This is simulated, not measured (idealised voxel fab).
process module | voxel air gaps
cross-section cut | 255 nm wide | cells 5 nm
A cross-section is a grid of square cells, given in bands from the top down. A band is one or more rows of cells.
Each band's line starts with the height of the band's top and of its bottom, in nm. Then come its materials from left to right, each with its width in nm. One material with "throughout" fills the band from edge to edge. "air" is empty space.
Height 0 is the level under which the wafer as received is all one material. The lowest band goes on downwards, as in "0 down".
A width such as "30 to 40" changes by the same amount from each row of cells to the next, from the band's top row to its bottom row.
"no change" after a step means that no cell of the cross-section changed.
closed voids: empty space of 8 cells or more with no open way to the top, each as width x height at its distance from the left edge, in nm
after a step's settings: what the simulator itself notes on the step
overlay nm, on a step with a mask: how far to the right of its planned place the mask lay; to the left if negative
plan
1 op RECEIVE | material Si
2 op CONFORMAL_DEP | material SiO2 | thk nm 15
3 op CONFORMAL_DEP | material SiN | thk nm 5
4 op DIRECTIONAL_DEP | material lowk | thk nm 35
5 op DIRECTIONAL_DEP | material aC | thk nm 10
6 op PATTERN | tone open | mask id LINES | material resist | width nm 25 | pitch nm 55 | thk nm 25 | overlay nm 0
7 op DIRECTIONAL_ETCH | etch materials aC | depth nm 10
8 op STRIP | etch materials resist
9 op DIRECTIONAL_ETCH | etch materials lowk | depth nm 35
10 op STRIP | etch materials aC
11 op CONFORMAL_DEP | material TiN | thk nm 5
12 op FILL_DEP | material W | thk nm 5
13 op CMP | height nm 55
14 op EPI | material Ru | thk nm 10
15 op SELECTIVE_ETCH | etch materials lowk | depth nm 45
16 op CONFORMAL_DEP | material SiN | thk nm 5
first wafer, as planned
as received, after step 1
  0 down: Si throughout
  closed voids: none
after step 2
  15 to 0: SiO2 throughout
  below 0: unchanged
after step 3
  20 to 15: SiN throughout
  below 15: unchanged
after step 4
  55 to 20: lowk throughout
  below 20: unchanged
after step 5
  65 to 55: aC throughout
  below 55: unchanged
after step 6
  90 to 65: resist 60 | air 25 | resist 30 | air 25 | resist 30 | air 25 | resist 60
  below 65: unchanged
after step 7
  80 to 65: resist 60 | air 25 | resist 30 | air 25 | resist 30 | air 25 | resist 60
  65 to 55: aC 60 | air 25 | aC 30 | air 25 | aC 30 | air 25 | aC 60
  below 55: unchanged
after step 8
  65 to 55: aC 60 | air 25 | aC 30 | air 25 | aC 30 | air 25 | aC 60
  below 55: unchanged
after step 9
  65 to 55: aC 60 | air 25 | aC 30 | air 25 | aC 30 | air 25 | aC 60
  55 to 20: lowk 60 | air 25 | lowk 30 | air 25 | lowk 30 | air 25 | lowk 60
  below 20: unchanged
after step 10
  55 to 20: lowk 60 | air 25 | lowk 30 | air 25 | lowk 30 | air 25 | lowk 60
  below 20: unchanged
after step 11
  60 to 55: TiN 65 | air 15 | TiN 40 | air 15 | TiN 40 | air 15 | TiN 65
  55 to 25: lowk 60 | TiN 5 | air 15 | TiN 5 | lowk 30 | TiN 5 | air 15 | TiN 5 | lowk 30 | TiN 5 | air 15 | TiN 5 | lowk 60
  25 to 20: lowk 60 | TiN 25 | lowk 30 | TiN 25 | lowk 30 | TiN 25 | lowk 60
  below 20: unchanged
after step 12
  65 to 60: W throughout
  60 to 55: TiN 65 | W 15 | TiN 40 | W 15 | TiN 40 | W 15 | TiN 65
  55 to 25: lowk 60 | TiN 5 | W 15 | TiN 5 | lowk 30 | TiN 5 | W 15 | TiN 5 | lowk 30 | TiN 5 | W 15 | TiN 5 | lowk 60
  below 25: unchanged
after step 13
  55 to 25: lowk 60 | TiN 5 | W 15 | TiN 5 | lowk 30 | TiN 5 | W 15 | TiN 5 | lowk 30 | TiN 5 | W 15 | TiN 5 | lowk 60
  below 25: unchanged
after step 14
  65 to 55: air 50 | Ru 45 | air 10 | Ru 45 | air 10 | Ru 45 | air 50
  below 55: unchanged
after step 15
  65 to 55: air 50 | Ru 45 | air 10 | Ru 45 | air 10 | Ru 45 | air 50
  55 to 25: air 60 | TiN 5 | W 15 | TiN 5 | air 30 | TiN 5 | W 15 | TiN 5 | air 30 | TiN 5 | W 15 | TiN 5 | air 60
  25 to 20: air 60 | TiN 25 | air 30 | TiN 25 | air 30 | TiN 25 | air 60
  below 20: unchanged
after step 16
  70 to 65: air 45 | SiN 165 | air 45
  65 to 55: air 45 | SiN 5 | Ru 45 | SiN 10 | Ru 45 | SiN 10 | Ru 45 | SiN 5 | air 45
  55 to 50: air 45 | SiN 15 | TiN 5 | W 15 | TiN 5 | SiN 30 | TiN 5 | W 15 | TiN 5 | SiN 30 | TiN 5 | W 15 | TiN 5 | SiN 15 | air 45
  50 to 25: air 55 | SiN 5 | TiN 5 | W 15 | TiN 5 | SiN 5 | air 20 | SiN 5 | TiN 5 | W 15 | TiN 5 | SiN 5 | air 20 | SiN 5 | TiN 5 | W 15 | TiN 5 | SiN 5 | air 55
  25 to 20: SiN 60 | TiN 25 | SiN 30 | TiN 25 | SiN 30 | TiN 25 | SiN 60
  below 20: unchanged
  closed voids: 20 x 25 at 90; 20 x 25 at 145
second wafer: like start, like plan, one mistake. Through step 1 it matches the first wafer
when step 2 should have ended
  30 to 0: SiO2 throughout
  below 0: unchanged
when step 3 should have ended
  35 to 30: SiN throughout
  below 30: unchanged
when step 4 should have ended
  70 to 35: lowk throughout
  below 35: unchanged
when step 5 should have ended
  80 to 70: aC throughout
  below 70: unchanged
when step 6 should have ended
  105 to 80: resist 60 | air 25 | resist 30 | air 25 | resist 30 | air 25 | resist 60
  below 80: unchanged
when step 7 should have ended
  95 to 80: resist 60 | air 25 | resist 30 | air 25 | resist 30 | air 25 | resist 60
  80 to 70: aC 60 | air 25 | aC 30 | air 25 | aC 30 | air 25 | aC 60
  below 70: unchanged
when step 8 should have ended
  80 to 70: aC 60 | air 25 | aC 30 | air 25 | aC 30 | air 25 | aC 60
  below 70: unchanged
when step 9 should have ended
  80 to 70: aC 60 | air 25 | aC 30 | air 25 | aC 30 | air 25 | aC 60
  70 to 35: lowk 60 | air 25 | lowk 30 | air 25 | lowk 30 | air 25 | lowk 60
  below 35: unchanged
when step 10 should have ended
  70 to 35: lowk 60 | air 25 | lowk 30 | air 25 | lowk 30 | air 25 | lowk 60
  below 35: unchanged
when step 11 should have ended
  75 to 70: TiN 65 | air 15 | TiN 40 | air 15 | TiN 40 | air 15 | TiN 65
  70 to 40: lowk 60 | TiN 5 | air 15 | TiN 5 | lowk 30 | TiN 5 | air 15 | TiN 5 | lowk 30 | TiN 5 | air 15 | TiN 5 | lowk 60
  40 to 35: lowk 60 | TiN 25 | lowk 30 | TiN 25 | lowk 30 | TiN 25 | lowk 60
  below 35: unchanged
when step 12 should have ended
  80 to 75: W throughout
  75 to 70: TiN 65 | W 15 | TiN 40 | W 15 | TiN 40 | W 15 | TiN 65
  70 to 40: lowk 60 | TiN 5 | W 15 | TiN 5 | lowk 30 | TiN 5 | W 15 | TiN 5 | lowk 30 | TiN 5 | W 15 | TiN 5 | lowk 60
  below 40: unchanged
when step 13 should have ended
  55 to 40: lowk 60 | TiN 5 | W 15 | TiN 5 | lowk 30 | TiN 5 | W 15 | TiN 5 | lowk 30 | TiN 5 | W 15 | TiN 5 | lowk 60
  below 40: unchanged
when step 14 should have ended
  65 to 55: air 50 | Ru 45 | air 10 | Ru 45 | air 10 | Ru 45 | air 50
  below 55: unchanged
when step 15 should have ended
  65 to 55: air 50 | Ru 45 | air 10 | Ru 45 | air 10 | Ru 45 | air 50
  55 to 40: air 60 | TiN 5 | W 15 | TiN 5 | air 30 | TiN 5 | W 15 | TiN 5 | air 30 | TiN 5 | W 15 | TiN 5 | air 60
  40 to 35: air 60 | TiN 25 | air 30 | TiN 25 | air 30 | TiN 25 | air 60
  below 35: unchanged
when step 16 should have ended
  70 to 65: air 45 | SiN 165 | air 45
  65 to 55: air 45 | SiN 5 | Ru 45 | SiN 10 | Ru 45 | SiN 10 | Ru 45 | SiN 5 | air 45
  55 to 50: air 45 | SiN 15 | TiN 5 | W 15 | TiN 5 | SiN 30 | TiN 5 | W 15 | TiN 5 | SiN 30 | TiN 5 | W 15 | TiN 5 | SiN 15 | air 45
  50 to 40: air 55 | SiN 5 | TiN 5 | W 15 | TiN 5 | SiN 5 | air 20 | SiN 5 | TiN 5 | W 15 | TiN 5 | SiN 5 | air 20 | SiN 5 | TiN 5 | W 15 | TiN 5 | SiN 5 | air 55
  40 to 35: SiN 60 | TiN 25 | SiN 30 | TiN 25 | SiN 30 | TiN 25 | SiN 60
  below 35: unchanged
  closed voids: 20 x 10 at 90; 20 x 10 at 145
what went wrong: step 2 was run twice
at the end the second wafer has, in cells: 18 fewer of SiN | 153 more of SiO2 | 18 fewer of TiN | 27 fewer of W
